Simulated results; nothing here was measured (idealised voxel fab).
Proc. module: voxel wiring stack
Each square cell in cross-section cut measures 5 nm, and the section as a whole is 155 nm wide.
Just so we're on the same page, the cross-sections are grids of square cells, and they're listed out in bands top to bottom, each band one or more rows deep.
A band entry consists of two parts. The first gives the height of the band's top and the height of its bottom, in nm. The rest lists the band's materials from left to right, each with its width in nm. A single material labelled with the word "full width" fills the band from edge to edge, and the word "blank" marks empty space.
It should be noted that heights are counted from 0, beneath which the wafer as supplied is of one material throughout, and that the lowest band possesses no lower boundary but continues downward, as written in "0 nm and below".
The expression "30->40" gives the width at the extremes of the band, the first number at its top row of cells and the second at its bottom row, with the width changing by equal amounts from each row to the next in between.
Step marked "changes: none"? Then no cell in the cross-section changed in it.
In the "Enclosed internal voids" entry, you get each enclosed empty space of 8 cells or more, one with no open way to the top, written width x height at distance, distance from the left edge, in nm.
Whatever follows a step's settings on its line is a remark the simulator itself makes about that step.
overlay nm: on a step with a mask, how far right of its planned place the mask lay; negative means left.

**So here's the lineup of process steps we planned**
1. RECEIVE: material Si
2. CONFORMAL_DEP: material SiO2, thk nm 10
3. CONFORMAL_DEP: material SiN, thk nm 5
4. DIRECTIONAL_DEP: material lowk, thk nm 25
5. PATTERN: tone open, mask id METAL_1, material resist, width nm 25, pitch nm 55, thk nm 20, overlay nm 0
6. DIRECTIONAL_ETCH: etch materials lowk, depth nm 25
7. DIRECTIONAL_ETCH: etch materials SiN, depth nm 5
8. STRIP: etch materials resist
9. CONFORMAL_DEP: material TiN, thk nm 5
10. FILL_DEP: material Ru, thk nm 10
11. CMP: height nm 40
12. EPI: material Ru, thk nm 5
13. FILL_DEP: material SiCN, thk nm 5
14. DIRECTIONAL_DEP: material lowk, thk nm 15
15. MASKED_ETCH: tone open, mask id PLUG_1, width nm 15, etch materials lowk, depth nm 15, overlay nm 0
16. MASKED_ETCH: tone open, mask id PLUG_1, width nm 15, etch materials SiCN, depth nm 5, overlay nm 0
17. EPI: material Ru, thk nm 10
18. EPI: material Ru, thk nm 10
19. DIRECTIONAL_DEP: material TiN, thk nm 5
20. DIRECTIONAL_DEP: material W, thk nm 20
21. DIRECTIONAL_DEP: material aC, thk nm 15
22. PATTERN: tone cover, mask id METAL_2, material resist, width nm 25, pitch nm 55, thk nm 30, overlay nm 0
23. DIRECTIONAL_ETCH: etch materials aC, depth nm 15
24. STRIP: etch materials resist
25. DIRECTIONAL_ETCH: etch materials W, depth nm 20
26. DIRECTIONAL_ETCH: etch materials TiN, depth nm 5
27. STRIP: etch materials aC
28. FILL_DEP: material SiO2, thk nm 5
29. CMP: height nm 90
30. CONFORMAL_DEP: material SiCN, thk nm 5

**As-received wafer cross-section (after step 1)**
0 nm and below = Si full width
Enclosed internal voids: none

**Sectioned view, first of two wafers, at the close of the module, processed as intended in the plan**
95 nm to 90 nm = SiCN full width
90 nm to 70 nm = SiO2 (35) | W (25) | SiO2 (30) | W (25) | SiO2 (40)
70 nm to 65 nm = SiO2 (35) | TiN (25) | SiO2 (30) | TiN (25) | SiO2 (40)
65 nm to 50 nm = lowk (35) | Ru (15) | lowk (105)
50 nm to 45 nm = SiCN (35) | Ru (15) | SiCN (105)
45 nm to 40 nm = SiCN (30) | Ru (35) | SiCN (20) | Ru (35) | SiCN (35)
40 nm to 15 nm = lowk (35) | TiN (5) | Ru (15) | TiN (5) | lowk (30) | TiN (5) | Ru (15) | TiN (5) | lowk (40)
15 nm to 10 nm = SiN (35) | TiN (25) | SiN (30) | TiN (25) | SiN (40)
10 nm to 0 nm = SiO2 full width
0 nm and below = Si full width
Enclosed internal voids: none

**Same start, same plan as the first wafer - but one mistake in the run. Cross-section of the second of the two at the end of the module**
95 nm to 90 nm = SiCN full width
90 nm to 75 nm = SiO2 (35) | W (15) | SiO2 (105)
75 nm to 70 nm = SiO2 (35) | W (25) | SiO2 (30) | W (25) | SiO2 (40)
70 nm to 65 nm = SiO2 (35) | TiN (15) | W (10) | SiO2 (30) | W (25) | SiO2 (40)
65 nm to 55 nm = SiO2 (35) | lowk (15) | W (10) | SiO2 (30) | W (25) | SiO2 (40)
55 nm to 50 nm = SiO2 (35) | lowk (15) | TiN (10) | SiO2 (30) | TiN (25) | SiO2 (40)
50 nm to 45 nm = SiCN full width
45 nm to 40 nm = SiCN (30) | Ru (35) | SiCN (20) | Ru (35) | SiCN (35)
40 nm to 15 nm = lowk (35) | TiN (5) | Ru (15) | TiN (5) | lowk (30) | TiN (5) | Ru (15) | TiN (5) | lowk (40)
15 nm to 10 nm = SiN (35) | TiN (25) | SiN (30) | TiN (25) | SiN (40)
10 nm to 0 nm = SiO2 full width
0 nm and below = Si full width
Enclosed internal voids: none
Error vs. plan: step 15 went in with a setting other than planned; the actual run was MASKED_ETCH: tone cover, mask id PLUG_1, width nm 15, etch materials lowk, depth nm 15, overlay nm 0
The final cell counts differ between the wafers, with the second having more or fewer of some materials than the first: 12 fewer of Ru, 3 more of SiCN, 84 more of SiO2, 75 fewer of lowk
